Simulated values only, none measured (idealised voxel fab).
The document below concerns the process module designated voxel tone inversion.
This is section cut - it's 160 nm across, gridded in 5 nm square cells.
If you're reading a cross-section in this doc, picture square cells in a grid; it comes to you as bands, top ones listed first down to the bottom, and a band can be one or more rows of cells. What a band's entry tells you: where the top is and where the bottom is, as heights in nm, and after that what lies inside, material by material from left to right, each with its width in nm. Empty space is written as the word "empty", and a single material marked with the word "all across" occupies the band from edge to edge. Basically, 0 is our baseline, since under it the wafer straight out of the box is all one material. The bottom band has no lower end and keeps on going down, so it looks like "0 down". The expression "30 to 40" gives the width at the extremes of the band, the first number at its top row of cells and the second at its bottom row, with the width changing by equal amounts from each row to the next in between. A step reported as "nothing changed" is a step in which no cell of the cross-section changed. The list in "Sealed void listing" covers empty spaces of 8 cells or more that cannot reach the top through any open way, and it gives each as width x height at distance; the distance is from the left edge, and width, height and distance are in nm. Where a step's line continues beyond its settings, the continuation is a remark by the simulator itself on that step. overlay nm: mask right of planned place by this much (step with mask). Neg. = left.

-- This section lists the process steps that were planned
1. RECEIVE | material Si
2. CONFORMAL_DEP | material SiCN | thk nm 5
3. DIRECTIONAL_DEP | material polySi | thk nm 25
4. PATTERN | tone cover | mask id POSTS | material resist | width nm 25 | pitch nm 50 | thk nm 35 | overlay nm 0
5. DIRECTIONAL_ETCH | etch materials polySi | depth nm 25
6. STRIP | etch materials resist
7. FILL_DEP | material SiO2 | thk nm 10
8. CMP | height nm 30
9. STRIP | etch materials polySi

-- First wafer out of two, processed as planned

-- Here's what the wafer looked like in cross-section when it arrived - that's after step 1
- 0 down: Si all across
- Sealed void listing: none

-- Cross-section of the wafer after step 2
- 5 to 0: SiCN all across
- Unchanged below 0.

-- Cross-section of the wafer after step 3
- 30 to 5: polySi all across
- Unchanged below 5.

-- Cross-section of the wafer after step 4
- 65 to 30: 40 nm empty | 25 nm resist | 25 nm empty | 25 nm resist | 45 nm empty
- Unchanged below 30.

-- Cross-section of the wafer after step 5
- 65 to 30: 40 nm empty | 25 nm resist | 25 nm empty | 25 nm resist | 45 nm empty
- 30 to 5: 40 nm empty | 25 nm polySi | 25 nm empty | 25 nm polySi | 45 nm empty
- Unchanged below 5.

-- Cross-section of the wafer after step 6
- 30 to 5: 40 nm empty | 25 nm polySi | 25 nm empty | 25 nm polySi | 45 nm empty
- Unchanged below 5.

-- Cross-section of the wafer after step 7
- 40 to 30: SiO2 all across
- 30 to 5: 40 nm SiO2 | 25 nm polySi | 25 nm SiO2 | 25 nm polySi | 45 nm SiO2
- Unchanged below 5.

-- Cross-section of the wafer after step 8
- 30 to 5: 40 nm SiO2 | 25 nm polySi | 25 nm SiO2 | 25 nm polySi | 45 nm SiO2
- Unchanged below 5.

-- Cross-section of the wafer after step 9
- 30 to 5: 40 nm SiO2 | 25 nm empty | 25 nm SiO2 | 25 nm empty | 45 nm SiO2
- Unchanged below 5.

-- Wafer two. Same start, same plan, one slip in execution. Same as wafer one through step 7, inclusive

-- Cross-section of the second wafer when, according to plan, step 8 should have finished
- 35 to 30: SiO2 all across
- Unchanged below 30.

Cross-section of the second wafer when, according to plan, step 9 should have finished: nothing changed
Against the plan, the run slipped here: step 8 ran with different settings than intended, the actual operation and settings being CMP | height nm 35
Final cells, second wafer relative to first, materials higher or lower: SiO2 +32; polySi +50
